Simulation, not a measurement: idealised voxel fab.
Presented below is a process module, voxel trench capacitor.
Xsec cut, 230 nm wide, square cell size 5 nm.
Cross-sections here: square-cell grids, written as top-down lists of bands, a band being one or more rows of cells. This entry defines a band. It first specifies the height of the band's top and the height of its bottom in nm, and then specifies the band's materials from left to right, stating each material with its width in nm. The word "all across" identifies a single material that fills the band from edge to edge, while the word "empty" identifies empty space. It should be noted that heights are counted from 0, beneath which the wafer as supplied is of one material throughout, and that the lowest band possesses no lower boundary but continues downward, as written in "z 0 and below". With a width like "30->40", each row of cells in the band differs from the next by the same amount, the top row carrying the first number and the bottom row the second. Given "nothing was modified" for a step, no cell of the cross-section differs between before and after that step. What "Closed internal voids" gives you is every empty space of 8 cells or more that is cut off from the top. Each appears as width x height at distance, with the distance taken from the left edge and width, height and distance all in nm. Text after the settings on a step's line: the simulator's own remark on that step. overlay nm: right-of-plan distance of the mask on a masked step; negative values mean left-of-plan.
Planned process steps:
1,RECEIVE (material Si)
2,CONFORMAL_DEP (material SiN; thk nm 5)
3,DIRECTIONAL_DEP (material aC; thk nm 10)
4,PATTERN (tone open; mask id TRENCH; material resist; width nm 30; pitch nm 55; thk nm 30; overlay nm 0)
5,DIRECTIONAL_ETCH (etch materials aC; depth nm 10)
6,STRIP (etch materials resist)
7,DIRECTIONAL_ETCH (etch materials SiN; depth nm 5)
8,DIRECTIONAL_ETCH (etch materials Si; depth nm 30)
9,STRIP (etch materials aC)
10,CONFORMAL_DEP (material HfO2; thk nm 5)
11,CONFORMAL_DEP (material TiN; thk nm 5)
12,FILL_DEP (material W; thk nm 5)
13,CMP (height nm 5)
Incoming wafer in cross-section (state: after step 1):
  z 0 and below = Si all across
  Closed internal voids: none
Post-module cross-section of the first of two wafers (run per plan):
  z 5 to 0 = 70 nm SiN; 5 nm HfO2; 5 nm TiN; 10 nm W; 5 nm TiN; 5 nm HfO2; 25 nm SiN; 5 nm HfO2; 5 nm TiN; 10 nm W; 5 nm TiN; 5 nm HfO2; 75 nm SiN
  z 0 to -20 = 70 nm Si; 5 nm HfO2; 5 nm TiN; 10 nm W; 5 nm TiN; 5 nm HfO2; 25 nm Si; 5 nm HfO2; 5 nm TiN; 10 nm W; 5 nm TiN; 5 nm HfO2; 75 nm Si
  z -20 to -25 = 70 nm Si; 5 nm HfO2; 20 nm TiN; 5 nm HfO2; 25 nm Si; 5 nm HfO2; 20 nm TiN; 5 nm HfO2; 75 nm Si
  z -25 to -30 = 70 nm Si; 30 nm HfO2; 25 nm Si; 30 nm HfO2; 75 nm Si
  z -30 and below = Si all across
  Closed internal voids: none
Second wafer cross-section at end of module - shared start and plan with the first, one mistake in the run:
  z 5 to 0 = 70 nm SiN; 5 nm HfO2; 5 nm TiN; 10 nm W; 5 nm TiN; 5 nm HfO2; 25 nm SiN; 5 nm HfO2; 5 nm TiN; 10 nm W; 5 nm TiN; 5 nm HfO2; 75 nm SiN
  z 0 to -50 = 70 nm Si; 5 nm HfO2; 5 nm TiN; 10 nm W; 5 nm TiN; 5 nm HfO2; 25 nm Si; 5 nm HfO2; 5 nm TiN; 10 nm W; 5 nm TiN; 5 nm HfO2; 75 nm Si
  z -50 to -55 = 70 nm Si; 5 nm HfO2; 20 nm TiN; 5 nm HfO2; 25 nm Si; 5 nm HfO2; 20 nm TiN; 5 nm HfO2; 75 nm Si
  z -55 to -60 = 70 nm Si; 30 nm HfO2; 25 nm Si; 30 nm HfO2; 75 nm Si
  z -60 and below = Si all across
  Closed internal voids: none
Deviation from plan: step 8, plan: ran twice
It is noted that, at the conclusion of processing, the second wafer exhibits a higher or lower cell count for certain materials relative to the first: 24 more of HfO2, 72 fewer of Si, 24 more of TiN, 24 more of W
